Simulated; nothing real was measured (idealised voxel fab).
process module | voxel wiring stack
cross-section cut | 190 nm wide | cells 5 nm
A cross-section is a grid of square cells, given in bands from the top down. A band is one or more rows of cells.
Each band's line starts with the height of the band's top and of its bottom, in nm. Then come its materials from left to right, each with its width in nm. One material with "throughout" fills the band from edge to edge. "air" is empty space.
Height 0 is the level under which the wafer as received is all one material. The lowest band goes on downwards, as in "0 down".
A width such as "30 to 40" changes by the same amount from each row of cells to the next, from the band's top row to its bottom row.
"no change" after a step means that no cell of the cross-section changed.
closed voids: empty space of 8 cells or more with no open way to the top, each as width x height at its distance from the left edge, in nm
after a step's settings: what the simulator itself notes on the step
overlay nm, on a step with a mask: how far to the right of its planned place the mask lay; to the left if negative
plan
1 op RECEIVE | material Si
2 op CONFORMAL_DEP | material SiO2 | thk nm 10
3 op CONFORMAL_DEP | material SiCN | thk nm 5
4 op DIRECTIONAL_DEP | material SiO2 | thk nm 20
5 op DIRECTIONAL_DEP | material aC | thk nm 10
6 op PATTERN | tone open | mask id METAL_1 | material resist | width nm 20 | pitch nm 40 | thk nm 30 | overlay nm 0
7 op DIRECTIONAL_ETCH | etch materials aC | depth nm 10
8 op STRIP | etch materials resist
9 op DIRECTIONAL_ETCH | etch materials SiO2 | depth nm 20
10 op DIRECTIONAL_ETCH | etch materials SiCN | depth nm 5
11 op STRIP | etch materials aC
12 op CONFORMAL_DEP | material TiN | thk nm 5
13 op FILL_DEP | material Cu | thk nm 5
14 op CMP | height nm 35
15 op CONFORMAL_DEP | material SiCN | thk nm 5
16 op DIRECTIONAL_DEP | material SiO2 | thk nm 30
17 op DIRECTIONAL_DEP | material aC | thk nm 10
18 op PATTERN | tone open | mask id METAL_2 | material resist | width nm 20 | pitch nm 40 | thk nm 30 | overlay nm 0
19 op DIRECTIONAL_ETCH | etch materials aC | depth nm 10
20 op STRIP | etch materials resist
21 op DIRECTIONAL_ETCH | etch materials SiO2 | depth nm 15
22 op STRIP | etch materials aC
23 op PATTERN | tone open | mask id METAL_2_HOLES | material resist | width nm 15 | pitch nm 80 | thk nm 20 | overlay nm 0
24 op DIRECTIONAL_ETCH | etch materials SiO2 | depth nm 15
25 op DIRECTIONAL_ETCH | etch materials SiCN | depth nm 5
26 op STRIP | etch materials resist
27 op CONFORMAL_DEP | material TiN | thk nm 5
28 op FILL_DEP | material Ru | thk nm 10
29 op CMP | height nm 70
30 op CONFORMAL_DEP | material SiN | thk nm 5
as received, after step 1
  0 down: Si throughout
  closed voids: none
first wafer at the end, as planned
  75 to 70: SiN throughout
  70 to 60: SiO2 25 | TiN 5 | Ru 10 | TiN 5 | SiO2 20 | TiN 5 | Ru 10 | TiN 5 | SiO2 20 | TiN 5 | Ru 10 | TiN 5 | SiO2 20 | TiN 5 | Ru 10 | TiN 5 | SiO2 25
  60 to 55: SiO2 25 | TiN 5 | Ru 5 | TiN 10 | SiO2 20 | TiN 20 | SiO2 20 | TiN 5 | Ru 5 | TiN 10 | SiO2 20 | TiN 20 | SiO2 25
  55 to 40: SiO2 25 | TiN 5 | Ru 5 | TiN 5 | SiO2 65 | TiN 5 | Ru 5 | TiN 5 | SiO2 70
  40 to 35: SiCN 25 | TiN 15 | SiCN 65 | TiN 15 | SiCN 70
  35 to 15: SiO2 25 | TiN 5 | Cu 10 | TiN 5 | SiO2 20 | TiN 5 | Cu 10 | TiN 5 | SiO2 20 | TiN 5 | Cu 10 | TiN 5 | SiO2 20 | TiN 5 | Cu 10 | TiN 5 | SiO2 25
  15 to 10: SiCN 25 | TiN 20 | SiCN 20 | TiN 20 | SiCN 20 | TiN 20 | SiCN 20 | TiN 20 | SiCN 25
  10 to 0: SiO2 throughout
  0 down: Si throughout
  closed voids: none
second wafer at the end: like start, like plan, one mistake
  75 to 70: SiN throughout
  70 to 60: SiO2 25 | TiN 5 | Ru 10 | TiN 5 | SiO2 20 | TiN 5 | Ru 10 | TiN 5 | SiO2 20 | TiN 5 | Ru 10 | TiN 5 | SiO2 20 | TiN 5 | Ru 10 | TiN 5 | SiO2 25
  60 to 55: SiO2 25 | TiN 5 | Ru 5 | TiN 10 | SiO2 20 | TiN 20 | SiO2 20 | TiN 5 | Ru 5 | TiN 10 | SiO2 20 | TiN 20 | SiO2 25
  55 to 40: SiO2 25 | TiN 5 | Ru 5 | TiN 5 | SiO2 65 | TiN 5 | Ru 5 | TiN 5 | SiO2 70
  40 to 35: SiCN 25 | TiN 15 | SiCN 65 | TiN 15 | SiCN 70
  35 to 15: SiO2 25 | TiN 5 | Cu 15 | TiN 5 | SiO2 15 | TiN 5 | Cu 15 | TiN 5 | SiO2 15 | TiN 5 | Cu 15 | TiN 5 | SiO2 15 | TiN 5 | Cu 15 | TiN 5 | SiO2 20
  15 to 10: SiCN 25 | TiN 25 | SiCN 15 | TiN 25 | SiCN 15 | TiN 25 | SiCN 15 | TiN 25 | SiCN 20
  10 to 0: SiO2 throughout
  0 down: Si throughout
  closed voids: none
what went wrong: step 6 ran as: op PATTERN | tone open | mask id METAL_1 | material resist | width nm 25 | pitch nm 40 | thk nm 30 | overlay nm 0
at the end the second wafer has, in cells: 16 more of Cu | 4 fewer of SiCN | 16 fewer of SiO2 | 4 more of TiN
